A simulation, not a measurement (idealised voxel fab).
process module | voxel ribs on slabs
cross-section cut | 270 nm wide | cells 5 nm
A cross-section is a grid of square cells, given in bands from the top down. A band is one or more rows of cells.
Each band's line starts with the height of the band's top and of its bottom, in nm. Then come its materials from left to right, each with its width in nm. One material with "throughout" fills the band from edge to edge. "air" is empty space.
Height 0 is the level under which the wafer as received is all one material. The lowest band goes on downwards, as in "0 down".
A width such as "30 to 40" changes by the same amount from each row of cells to the next, from the band's top row to its bottom row.
"no change" after a step means that no cell of the cross-section changed.
closed voids: empty space of 8 cells or more with no open way to the top, each as width x height at its distance from the left edge, in nm
after a step's settings: what the simulator itself notes on the step
overlay nm, on a step with a mask: how far to the right of its planned place the mask lay; to the left if negative
plan
1 op RECEIVE | material Si
2 op DIRECTIONAL_DEP | material SiO2 | thk nm 20
3 op DIRECTIONAL_DEP | material polySi | thk nm 20
4 op DIRECTIONAL_DEP | material aC | thk nm 10
5 op PATTERN | tone cover | mask id RIB | material resist | width nm 20 | thk nm 30 | overlay nm 0
6 op DIRECTIONAL_ETCH | etch materials aC | depth nm 10
7 op STRIP | etch materials resist
8 op DIRECTIONAL_ETCH | etch materials polySi | depth nm 15
9 op STRIP | etch materials aC
10 op PATTERN | tone cover | mask id SLAB | material resist | width nm 60 | thk nm 15 | overlay nm 0
11 op DIRECTIONAL_ETCH | etch materials polySi | depth nm 5
12 op STRIP | etch materials resist
13 op FILL_DEP | material SiO2 | thk nm 25
14 op CMP | height nm 55
15 op DIRECTIONAL_DEP | material W | thk nm 5
16 op PATTERN | tone cover | mask id HEATER | material resist | width nm 30 | thk nm 20 | overlay nm 0
17 op DIRECTIONAL_ETCH | etch materials W | depth nm 5
18 op STRIP | etch materials resist
19 op CONFORMAL_DEP | material SiN | thk nm 5
as received, after step 1
  0 down: Si throughout
  closed voids: none
a wafer at the end: this start, this plan, one mistake
  60 to 55: air 120 | W 30 | air 120
  55 to 40: SiO2 throughout
  40 to 25: SiO2 125 | polySi 20 | SiO2 125
  25 to 20: SiO2 105 | polySi 60 | SiO2 105
  20 to 0: SiO2 throughout
  0 down: Si throughout
  closed voids: none
what went wrong: step 19 was left out
